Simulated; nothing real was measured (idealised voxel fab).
process module | voxel self aligned vias
cross-section cut | 300 nm wide | cells 5 nm
A cross-section is a grid of square cells, given in bands from the top down. A band is one or more rows of cells.
Each band's line starts with the height of the band's top and of its bottom, in nm. Then come its materials from left to right, each with its width in nm. One material with "throughout" fills the band from edge to edge. "air" is empty space.
Height 0 is the level under which the wafer as received is all one material. The lowest band goes on downwards, as in "0 down".
A width such as "30 to 40" changes by the same amount from each row of cells to the next, from the band's top row to its bottom row.
"no change" after a step means that no cell of the cross-section changed.
closed voids: empty space of 8 cells or more with no open way to the top, each as width x height at its distance from the left edge, in nm
after a step's settings: what the simulator itself notes on the step
overlay nm, on a step with a mask: how far to the right of its planned place the mask lay; to the left if negative
plan
1 op RECEIVE | material Si
2 op CONFORMAL_DEP | material SiO2 | thk nm 10
3 op CONFORMAL_DEP | material SiCN | thk nm 5
4 op DIRECTIONAL_DEP | material lowk | thk nm 30
5 op MASKED_ETCH | tone open | mask id LINES | width nm 20 | pitch nm 70 | etch materials lowk | depth nm 30 | overlay nm 0
6 op CONFORMAL_DEP | material TiN | thk nm 5
7 op FILL_DEP | material Ru | thk nm 10
8 op CMP | height nm 45
9 op SELECTIVE_ETCH | etch materials W Ru TiN | depth nm 10
10 op FILL_DEP | material SiN | thk nm 5
11 op CMP | height nm 45
12 op DIRECTIONAL_DEP | material lowk | thk nm 20
13 op DIRECTIONAL_DEP | material aC | thk nm 15
14 op PATTERN | tone open | mask id VIAS | material resist | width nm 40 | pitch nm 140 | thk nm 30 | overlay nm 0
15 op DIRECTIONAL_ETCH | etch materials aC | depth nm 15
16 op STRIP | etch materials resist
17 op DIRECTIONAL_ETCH | etch materials lowk | depth nm 20
18 op DIRECTIONAL_ETCH | etch materials SiN | depth nm 10
19 op STRIP | etch materials aC
20 op CONFORMAL_DEP | material TiN | thk nm 5
21 op FILL_DEP | material Cu | thk nm 5
22 op CMP | height nm 65
23 op CONFORMAL_DEP | material SiCN | thk nm 5
first wafer, as planned
as received, after step 1
  0 down: Si throughout
  closed voids: none
after step 2
  10 to 0: SiO2 throughout
  below 0: unchanged
after step 3
  15 to 10: SiCN throughout
  below 10: unchanged
after step 4
  45 to 15: lowk throughout
  below 15: unchanged
after step 5
  45 to 15: lowk 70 | air 20 | lowk 50 | air 20 | lowk 50 | air 20 | lowk 70
  below 15: unchanged
after step 6
  50 to 45: TiN 75 | air 10 | TiN 60 | air 10 | TiN 60 | air 10 | TiN 75
  45 to 20: lowk 70 | TiN 5 | air 10 | TiN 5 | lowk 50 | TiN 5 | air 10 | TiN 5 | lowk 50 | TiN 5 | air 10 | TiN 5 | lowk 70
  20 to 15: lowk 70 | TiN 20 | lowk 50 | TiN 20 | lowk 50 | TiN 20 | lowk 70
  below 15: unchanged
after step 7
  60 to 50: Ru throughout
  50 to 45: TiN 75 | Ru 10 | TiN 60 | Ru 10 | TiN 60 | Ru 10 | TiN 75
  45 to 20: lowk 70 | TiN 5 | Ru 10 | TiN 5 | lowk 50 | TiN 5 | Ru 10 | TiN 5 | lowk 50 | TiN 5 | Ru 10 | TiN 5 | lowk 70
  below 20: unchanged
after step 8
  45 to 20: lowk 70 | TiN 5 | Ru 10 | TiN 5 | lowk 50 | TiN 5 | Ru 10 | TiN 5 | lowk 50 | TiN 5 | Ru 10 | TiN 5 | lowk 70
  below 20: unchanged
after step 9
  45 to 35: lowk 70 | air 20 | lowk 50 | air 20 | lowk 50 | air 20 | lowk 70
  below 35: unchanged
after step 10
  50 to 45: SiN throughout
  45 to 35: lowk 70 | SiN 20 | lowk 50 | SiN 20 | lowk 50 | SiN 20 | lowk 70
  below 35: unchanged
after step 11
  45 to 35: lowk 70 | SiN 20 | lowk 50 | SiN 20 | lowk 50 | SiN 20 | lowk 70
  below 35: unchanged
after step 12
  65 to 45: lowk throughout
  below 45: unchanged
after step 13
  80 to 65: aC throughout
  below 65: unchanged
after step 14
  110 to 80: resist 60 | air 40 | resist 100 | air 40 | resist 60
  below 80: unchanged
after step 15
  95 to 80: resist 60 | air 40 | resist 100 | air 40 | resist 60
  80 to 65: aC 60 | air 40 | aC 100 | air 40 | aC 60
  below 65: unchanged
after step 16
  80 to 65: aC 60 | air 40 | aC 100 | air 40 | aC 60
  below 65: unchanged
after step 17
  80 to 65: aC 60 | air 40 | aC 100 | air 40 | aC 60
  65 to 45: lowk 60 | air 40 | lowk 100 | air 40 | lowk 60
  below 45: unchanged
after step 18
  80 to 65: aC 60 | air 40 | aC 100 | air 40 | aC 60
  65 to 45: lowk 60 | air 40 | lowk 100 | air 40 | lowk 60
  45 to 35: lowk 70 | air 20 | lowk 50 | SiN 20 | lowk 50 | air 20 | lowk 70
  below 35: unchanged
after step 19
  65 to 45: lowk 60 | air 40 | lowk 100 | air 40 | lowk 60
  below 45: unchanged
after step 20
  70 to 65: TiN 65 | air 30 | TiN 110 | air 30 | TiN 65
  65 to 50: lowk 60 | TiN 5 | air 30 | TiN 5 | lowk 100 | TiN 5 | air 30 | TiN 5 | lowk 60
  50 to 45: lowk 60 | TiN 15 | air 10 | TiN 15 | lowk 100 | TiN 15 | air 10 | TiN 15 | lowk 60
  45 to 40: lowk 70 | TiN 5 | air 10 | TiN 5 | lowk 50 | SiN 20 | lowk 50 | TiN 5 | air 10 | TiN 5 | lowk 70
  40 to 35: lowk 70 | TiN 20 | lowk 50 | SiN 20 | lowk 50 | TiN 20 | lowk 70
  below 35: unchanged
after step 21
  75 to 70: Cu throughout
  70 to 65: TiN 65 | Cu 30 | TiN 110 | Cu 30 | TiN 65
  65 to 50: lowk 60 | TiN 5 | Cu 30 | TiN 5 | lowk 100 | TiN 5 | Cu 30 | TiN 5 | lowk 60
  50 to 45: lowk 60 | TiN 15 | Cu 10 | TiN 15 | lowk 100 | TiN 15 | Cu 10 | TiN 15 | lowk 60
  45 to 40: lowk 70 | TiN 5 | Cu 10 | TiN 5 | lowk 50 | SiN 20 | lowk 50 | TiN 5 | Cu 10 | TiN 5 | lowk 70
  below 40: unchanged
after step 22
  65 to 50: lowk 60 | TiN 5 | Cu 30 | TiN 5 | lowk 100 | TiN 5 | Cu 30 | TiN 5 | lowk 60
  below 50: unchanged
after step 23
  70 to 65: SiCN throughout
  below 65: unchanged
second wafer: like start, like plan, one mistake. Through step 5 it matches the first wafer
when step 6 should have ended
  50 to 45: SiCN 75 | air 10 | SiCN 60 | air 10 | SiCN 60 | air 10 | SiCN 75
  45 to 20: lowk 70 | SiCN 5 | air 10 | SiCN 5 | lowk 50 | SiCN 5 | air 10 | SiCN 5 | lowk 50 | SiCN 5 | air 10 | SiCN 5 | lowk 70
  20 to 15: lowk 70 | SiCN 20 | lowk 50 | SiCN 20 | lowk 50 | SiCN 20 | lowk 70
  below 15: unchanged
when step 7 should have ended
  60 to 50: Ru throughout
  50 to 45: SiCN 75 | Ru 10 | SiCN 60 | Ru 10 | SiCN 60 | Ru 10 | SiCN 75
  45 to 20: lowk 70 | SiCN 5 | Ru 10 | SiCN 5 | lowk 50 | SiCN 5 | Ru 10 | SiCN 5 | lowk 50 | SiCN 5 | Ru 10 | SiCN 5 | lowk 70
  below 20: unchanged
when step 8 should have ended
  45 to 20: lowk 70 | SiCN 5 | Ru 10 | SiCN 5 | lowk 50 | SiCN 5 | Ru 10 | SiCN 5 | lowk 50 | SiCN 5 | Ru 10 | SiCN 5 | lowk 70
  below 20: unchanged
when step 9 should have ended
  45 to 35: lowk 70 | SiCN 5 | air 10 | SiCN 5 | lowk 50 | SiCN 5 | air 10 | SiCN 5 | lowk 50 | SiCN 5 | air 10 | SiCN 5 | lowk 70
  below 35: unchanged
when step 10 should have ended
  50 to 45: SiN throughout
  45 to 35: lowk 70 | SiCN 5 | SiN 10 | SiCN 5 | lowk 50 | SiCN 5 | SiN 10 | SiCN 5 | lowk 50 | SiCN 5 | SiN 10 | SiCN 5 | lowk 70
  below 35: unchanged
when step 11 should have ended
  45 to 35: lowk 70 | SiCN 5 | SiN 10 | SiCN 5 | lowk 50 | SiCN 5 | SiN 10 | SiCN 5 | lowk 50 | SiCN 5 | SiN 10 | SiCN 5 | lowk 70
  below 35: unchanged
when step 12 should have ended
  65 to 45: lowk throughout
  below 45: unchanged
when step 13 should have ended
  80 to 65: aC throughout
  below 65: unchanged
when step 14 should have ended
  110 to 80: resist 60 | air 40 | resist 100 | air 40 | resist 60
  below 80: unchanged
when step 15 should have ended
  95 to 80: resist 60 | air 40 | resist 100 | air 40 | resist 60
  80 to 65: aC 60 | air 40 | aC 100 | air 40 | aC 60
  below 65: unchanged
when step 16 should have ended
  80 to 65: aC 60 | air 40 | aC 100 | air 40 | aC 60
  below 65: unchanged
when step 17 should have ended
  80 to 65: aC 60 | air 40 | aC 100 | air 40 | aC 60
  65 to 45: lowk 60 | air 40 | lowk 100 | air 40 | lowk 60
  below 45: unchanged
when step 18 should have ended
  80 to 65: aC 60 | air 40 | aC 100 | air 40 | aC 60
  65 to 45: lowk 60 | air 40 | lowk 100 | air 40 | lowk 60
  45 to 35: lowk 70 | SiCN 5 | air 10 | SiCN 5 | lowk 50 | SiCN 5 | SiN 10 | SiCN 5 | lowk 50 | SiCN 5 | air 10 | SiCN 5 | lowk 70
  below 35: unchanged
when step 19 should have ended
  65 to 45: lowk 60 | air 40 | lowk 100 | air 40 | lowk 60
  below 45: unchanged
when step 20 should have ended
  70 to 65: TiN 65 | air 30 | TiN 110 | air 30 | TiN 65
  65 to 50: lowk 60 | TiN 5 | air 30 | TiN 5 | lowk 100 | TiN 5 | air 30 | TiN 5 | lowk 60
  50 to 45: lowk 60 | TiN 40 | lowk 100 | TiN 40 | lowk 60
  45 to 35: lowk 70 | SiCN 5 | TiN 10 | SiCN 5 | lowk 50 | SiCN 5 | SiN 10 | SiCN 5 | lowk 50 | SiCN 5 | TiN 10 | SiCN 5 | lowk 70
  below 35: unchanged
when step 21 should have ended
  75 to 70: Cu throughout
  70 to 65: TiN 65 | Cu 30 | TiN 110 | Cu 30 | TiN 65
  65 to 50: lowk 60 | TiN 5 | Cu 30 | TiN 5 | lowk 100 | TiN 5 | Cu 30 | TiN 5 | lowk 60
  below 50: unchanged
when step 22 should have ended
  65 to 50: lowk 60 | TiN 5 | Cu 30 | TiN 5 | lowk 100 | TiN 5 | Cu 30 | TiN 5 | lowk 60
  below 50: unchanged
when step 23 should have ended
  70 to 65: SiCN throughout
  below 65: unchanged
what went wrong: step 6 ran as: op CONFORMAL_DEP | material SiCN | thk nm 5
at the end the second wafer has, in cells: 8 fewer of Cu | 42 more of SiCN | 4 fewer of SiN | 30 fewer of TiN
